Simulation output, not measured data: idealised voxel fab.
The document below concerns the process module designated voxel trench capacitor.
FYI the section here is cut, 140 nm wide, cells are 5 nm squares.
How to read a cross-section here: the picture is a grid of square cells, written as bands going from the top down, and any band can span one or more rows of cells.
A band entry consists of two parts. The first gives the height of the band's top and the height of its bottom, in nm. The rest lists the band's materials from left to right, each with its width in nm. A single material labelled with the word "full width" fills the band from edge to edge, and the word "air" marks empty space.
Where do heights start? At 0: under that level the wafer as delivered is made of one material only. And the lowest band has no floor; it just carries on downward, as in "0 down".
You'd read "30 to 40" like this: the band's top row of cells is as wide as the first number, its bottom row is as wide as the second, and going down, every row changes width by the same amount as the row before did.
You'll sometimes find "nothing changed" written for a step, and that's the way of saying that nowhere in the cross-section did a cell change during that step.
"Enclosed cavity list" enumerates empty spaces isolated from the top, with no open way to it, that contain at least 8 cells, giving each as width x height at distance from the left edge, all three in nm.
Post-settings text on a step line: simulator's own remark regarding the step.
overlay nm: how far to the right of its planned place the mask lay on this masked step (negative: to the left).
[Process steps - plan]
- 1: RECEIVE | material Si
- 2: CONFORMAL_DEP | material SiN | thk nm 10
- 3: MASKED_ETCH | tone open | mask id TRENCH | width nm 20 | pitch nm 35 | etch materials SiN | depth nm 10 | overlay nm 0
- 4: MASKED_ETCH | tone open | mask id TRENCH | width nm 20 | pitch nm 35 | etch materials Si | depth nm 35 | overlay nm 0
- 5: CONFORMAL_DEP | material Al2O3 | thk nm 5
- 6: FILL_DEP | material polySi | thk nm 5
- 7: CMP | height nm 10
[Cross-section of the wafer upon arrival, representing the state reached after step 1]
0 down | Si full width
Enclosed cavity list: none
[Figure: cross-sectional view of the wafer upon completion of the module, processed from the initial state and according to the plan depicted above, with one error introduced during execution]
10 to 0 | SiN (40) / Al2O3 (5) / polySi (10) / Al2O3 (5) / SiN (15) / Al2O3 (5) / polySi (10) / Al2O3 (5) / SiN (45)
0 to -65 | Si (40) / Al2O3 (5) / polySi (10) / Al2O3 (5) / Si (15) / Al2O3 (5) / polySi (10) / Al2O3 (5) / Si (45)
-65 to -70 | Si (40) / Al2O3 (20) / Si (15) / Al2O3 (20) / Si (45)
-70 down | Si full width
Enclosed cavity list: none
It is concluded that the wafer was processed incorrectly with respect to the plan, in that step 4 of the plan was carried out twice
